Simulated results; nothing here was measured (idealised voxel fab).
The following process module bears the name voxel lift off.
In the cross-section labelled cut, the width is 175 nm and each square cell is 5 nm.
Cross-section, as written here: a square-cell grid given band by band from the top down, where a band holds one or more rows of cells. Per band: top height and bottom height in nm, followed by the left-to-right materials and their widths in nm; "throughout" marks a single material spanning edge to edge, "empty" marks empty space. Beneath 0, the wafer as received is one material, and that level is where height counting begins. The lowest band goes on downward without a bottom; it is written like "0..down". With a width like "30->40", each row of cells in the band differs from the next by the same amount, the top row carrying the first number and the bottom row the second. Key: "remained unchanged" - step with no changed cell in the cross-section. What "Enclosed voids" gives you is every empty space of 8 cells or more that is cut off from the top. Each appears as width x height at distance, with the distance taken from the left edge and width, height and distance all in nm. Whatever follows a step's settings on its line is a remark the simulator itself makes about that step. What "overlay nm" on a step's line means: if the step has a mask, that mask lay this far to the right of its planned place, or, when the value is negative, to the left.
# Here's what the planned process steps look like
| 1 | RECEIVE | material Si |
| 2 | CONFORMAL_DEP | material SiN | thk nm 15 |
| 3 | PATTERN | tone open | mask id LINES | material resist | width nm 15 | pitch nm 35 | thk nm 25 | overlay nm 0 |
| 4 | DIRECTIONAL_DEP | material Ru | thk nm 10 |
| 5 | STRIP | etch materials resist |
| 6 | CONFORMAL_DEP | material SiCN | thk nm 10 |
# first wafer, as planned
# Cross-section of the wafer upon arrival, representing the state reached after step 1
    0..down  Si throughout
    Enclosed voids: none
# After step 2, in cross-section
    15..0  SiN throughout
    Unchanged below 0.
# After step 3, in cross-section
    40..15  25 of resist, then 15 of empty, then 20 of resist, then 15 of empty, then 20 of resist, then 15 of empty, then 20 of resist, then 15 of empty, then 30 of resist
    Unchanged below 15.
# After step 4, in cross-section
    50..40  25 of Ru, then 15 of empty, then 20 of Ru, then 15 of empty, then 20 of Ru, then 15 of empty, then 20 of Ru, then 15 of empty, then 30 of Ru
    40..25  25 of resist, then 15 of empty, then 20 of resist, then 15 of empty, then 20 of resist, then 15 of empty, then 20 of resist, then 15 of empty, then 30 of resist
    25..15  25 of resist, then 15 of Ru, then 20 of resist, then 15 of Ru, then 20 of resist, then 15 of Ru, then 20 of resist, then 15 of Ru, then 30 of resist
    Unchanged below 15.
# After step 5, in cross-section
    25..15  25 of empty, then 15 of Ru, then 20 of empty, then 15 of Ru, then 20 of empty, then 15 of Ru, then 20 of empty, then 15 of Ru, then 30 of empty
    Unchanged below 15.
# After step 6, in cross-section
    35..25  15 of empty, then 140 of SiCN, then 20 of empty
    25..15  25 of SiCN, then 15 of Ru, then 20 of SiCN, then 15 of Ru, then 20 of SiCN, then 15 of Ru, then 20 of SiCN, then 15 of Ru, then 30 of SiCN
    Unchanged below 15.
# Notes, second wafer: start = first wafer's, plan = first wafer's, execution had one mistake; history identical to first through step 1
# Second wafer profile in section, at the moment step 2 of the plan was meant to be complete
    30..0  SiN throughout
    Unchanged below 0.
# Second wafer profile in section, at the moment step 3 of the plan was meant to be complete
    55..30  25 of resist, then 15 of empty, then 20 of resist, then 15 of empty, then 20 of resist, then 15 of empty, then 20 of resist, then 15 of empty, then 30 of resist
    Unchanged below 30.
# Second wafer profile in section, at the moment step 4 of the plan was meant to be complete
    65..55  25 of Ru, then 15 of empty, then 20 of Ru, then 15 of empty, then 20 of Ru, then 15 of empty, then 20 of Ru, then 15 of empty, then 30 of Ru
    55..40  25 of resist, then 15 of empty, then 20 of resist, then 15 of empty, then 20 of resist, then 15 of empty, then 20 of resist, then 15 of empty, then 30 of resist
    40..30  25 of resist, then 15 of Ru, then 20 of resist, then 15 of Ru, then 20 of resist, then 15 of Ru, then 20 of resist, then 15 of Ru, then 30 of resist
    Unchanged below 30.
# Second wafer profile in section, at the moment step 5 of the plan was meant to be complete
    40..30  25 of empty, then 15 of Ru, then 20 of empty, then 15 of Ru, then 20 of empty, then 15 of Ru, then 20 of empty, then 15 of Ru, then 30 of empty
    Unchanged below 30.
# Second wafer profile in section, at the moment step 6 of the plan was meant to be complete
    50..40  15 of empty, then 140 of SiCN, then 20 of empty
    40..30  25 of SiCN, then 15 of Ru, then 20 of SiCN, then 15 of Ru, then 20 of SiCN, then 15 of Ru, then 20 of SiCN, then 15 of Ru, then 30 of SiCN
    Unchanged below 30.
What went wrong in running the wafer? it should be noted that step 2 of the plan was executed twice
at the end the second wafer has, in cells: +105 SiN
